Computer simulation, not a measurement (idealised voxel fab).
process module | voxel self aligned contacts
cross-section cut | 175 nm wide | cells 5 nm
A cross-section is a grid of square cells, given in bands from the top down. A band is one or more rows of cells.
Each band's line starts with the height of the band's top and of its bottom, in nm. Then come its materials from left to right, each with its width in nm. One material with "throughout" fills the band from edge to edge. "air" is empty space.
Height 0 is the level under which the wafer as received is all one material. The lowest band goes on downwards, as in "0 down".
A width such as "30 to 40" changes by the same amount from each row of cells to the next, from the band's top row to its bottom row.
"no change" after a step means that no cell of the cross-section changed.
closed voids: empty space of 8 cells or more with no open way to the top, each as width x height at its distance from the left edge, in nm
after a step's settings: what the simulator itself notes on the step
overlay nm, on a step with a mask: how far to the right of its planned place the mask lay; to the left if negative
plan
1 op RECEIVE | material Si
2 op OXIDIZE | depth nm 5
3 op DIRECTIONAL_DEP | material polySi | thk nm 25
4 op DIRECTIONAL_DEP | material SiN | thk nm 20
5 op MASKED_ETCH | tone cover | mask id GATE | width nm 25 | pitch nm 65 | etch materials SiN | depth nm 20 | overlay nm 0
6 op MASKED_ETCH | tone cover | mask id GATE | width nm 25 | pitch nm 65 | etch materials polySi | depth nm 25 | overlay nm 0
7 op CONFORMAL_DEP | material SiN | thk nm 10
8 op DIRECTIONAL_ETCH | etch materials SiN | depth nm 10
9 op FILL_DEP | material SiO2 | thk nm 10
10 op CMP | height nm 50
11 op PATTERN | tone open | mask id CONTACT | material resist | width nm 40 | thk nm 15 | overlay nm 0
12 op DIRECTIONAL_ETCH | etch materials SiO2 | depth nm 55
13 op STRIP | etch materials resist
14 op CONFORMAL_DEP | material TiN | thk nm 5
15 op FILL_DEP | material W | thk nm 10
16 op CMP | height nm 50
17 op CONFORMAL_DEP | material SiCN | thk nm 5
varied across the wafers: width nm of step 11. The plan shows the first wafer's value. All wafers start alike
first wafer as received, after step 1
  0 down: Si throughout
  closed voids: none
first wafer at the end, after step 17
  55 to 50: SiCN throughout
  50 to 45: SiO2 65 | TiN 15 | W 10 | TiN 15 | SiO2 70
  45 to 25: SiO2 30 | SiN 45 | TiN 5 | W 10 | TiN 5 | SiN 45 | SiO2 35
  25 to 0: SiO2 30 | SiN 10 | polySi 25 | SiN 10 | TiN 5 | W 10 | TiN 5 | SiN 10 | polySi 25 | SiN 10 | SiO2 35
  0 to -5: SiO2 75 | TiN 20 | SiO2 80
  -5 down: Si throughout
  closed voids: none
last wafer at the end
  55 to 50: SiCN throughout
  50 to 45: SiO2 55 | TiN 25 | W 10 | TiN 30 | SiO2 55
  45 to 25: SiO2 30 | SiN 45 | TiN 5 | W 10 | TiN 5 | SiN 45 | SiO2 35
  25 to 0: SiO2 30 | SiN 10 | polySi 25 | SiN 10 | TiN 5 | W 10 | TiN 5 | SiN 10 | polySi 25 | SiN 10 | SiO2 35
  0 to -5: SiO2 75 | TiN 20 | SiO2 80
  -5 down: Si throughout
  closed voids: none
each wafer at the end: cells of each material gained (+) or lost (-) since it was received, then its closed voids
width nm 40 | -35 Si | +35 SiCN | +112 SiN | +175 SiO2 | +28 TiN | +20 W | +50 polySi | closed voids: none
width nm 45 | -35 Si | +35 SiCN | +112 SiN | +174 SiO2 | +29 TiN | +20 W | +50 polySi | closed voids: none
width nm 50 | -35 Si | +35 SiCN | +112 SiN | +173 SiO2 | +30 TiN | +20 W | +50 polySi | closed voids: none
width nm 55 | -35 Si | +35 SiCN | +112 SiN | +172 SiO2 | +31 TiN | +20 W | +50 polySi | closed voids: none
width nm 60 | -35 Si | +35 SiCN | +112 SiN | +171 SiO2 | +32 TiN | +20 W | +50 polySi | closed voids: none
width nm 65 | -35 Si | +35 SiCN | +112 SiN | +170 SiO2 | +33 TiN | +20 W | +50 polySi | closed voids: none
